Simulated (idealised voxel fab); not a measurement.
Process module heading - voxel self aligned vias
The cross-section shown here is cut; it is 285 nm wide and divided into square cells measuring 5 nm on a side.
If you're reading a cross-section in this doc, picture square cells in a grid; it comes to you as bands, top ones listed first down to the bottom, and a band can be one or more rows of cells. Read a band's entry like this: the first values are the height of its top and the height of its bottom in nm, and what follows is the sequence of materials from left to right, each with its width in nm. Note that "air" is empty space, and that a single material marked "all across" reaches across the band from edge to edge. Heads up on the height convention: 0 is the point under which the incoming wafer is all one material, and the lowest band has no bottom, it just keeps going down, like "0 nm and below". Per-row width for "30 to 40": begins at first number (top row of band), ends at second number (bottom row), increment between rows held constant. For the purposes of this document, the phrase "identical to before" attached to a step denotes that no cell within the cross-section was modified by that step. So "Unvented voids" is basically the list of trapped voids: any empty space of 8 cells or more that can't reach the top through an opening. They're written width x height at distance, the distance being from the left edge, and it's all nm. Post-settings text on a step line: simulator's own remark regarding the step. The line of a step may include "overlay nm". On a step with a mask, this value is how far to the right of its planned place the mask lay. A negative value means the mask lay to the left.

Set out below are the planned steps of the process
step 1: RECEIVE (material Si)
step 2: CONFORMAL_DEP (material SiO2; thk nm 10)
step 3: CONFORMAL_DEP (material SiCN; thk nm 5)
step 4: DIRECTIONAL_DEP (material lowk; thk nm 30)
step 5: MASKED_ETCH (tone open; mask id LINES; width nm 30; pitch nm 75; etch materials lowk; depth nm 20; overlay nm 0)
step 6: CONFORMAL_DEP (material TiN; thk nm 5)
step 7: FILL_DEP (material Ru; thk nm 5)
step 8: CMP (height nm 45)
step 9: SELECTIVE_ETCH (etch materials W Ru TiN; depth nm 5)
step 10: FILL_DEP (material SiN; thk nm 5)
step 11: CMP (height nm 45)
step 12: DIRECTIONAL_DEP (material lowk; thk nm 20)
step 13: MASKED_ETCH (tone open; mask id VIAS; width nm 50; pitch nm 75; etch materials lowk; depth nm 20; overlay nm 0)
step 14: MASKED_ETCH (tone open; mask id VIAS; width nm 50; pitch nm 75; etch materials SiN; depth nm 5; overlay nm 0)
step 15: CONFORMAL_DEP (material TiN; thk nm 5)
step 16: FILL_DEP (material Cu; thk nm 5)
step 17: CMP (height nm 65)
step 18: CONFORMAL_DEP (material SiCN; thk nm 5)
Wafers differ in depth nm at step 5; plan lists the first wafer's value; identical starting state.

Cross-section of the first incoming wafer of several, state after step 1
> 0 nm and below: Si all across
> Unvented voids: none

Here is how to read the rows: every wafer has a row, and it shows the wafer at the end of the module, giving for each material how many cells were gained (+) or lost (-) since the wafer was received, then listing its closed voids
depth nm 20; +56 Cu; +16 Ru; +114 SiCN; +114 SiO2; +56 TiN; +442 lowk; Unvented voids: none
depth nm 25; +56 Cu; +24 Ru; +114 SiCN; +114 SiO2; +60 TiN; +430 lowk; Unvented voids: none
depth nm 30; +56 Cu; +32 Ru; +114 SiCN; +114 SiO2; +64 TiN; +418 lowk; Unvented voids: none
depth nm 35; +56 Cu; +32 Ru; +114 SiCN; +114 SiO2; +64 TiN; +418 lowk; Unvented voids: none
depth nm 40; +56 Cu; +32 Ru; +114 SiCN; +114 SiO2; +64 TiN; +418 lowk; Unvented voids: none
depth nm 45; +56 Cu; +32 Ru; +114 SiCN; +114 SiO2; +64 TiN; +418 lowk; Unvented voids: none
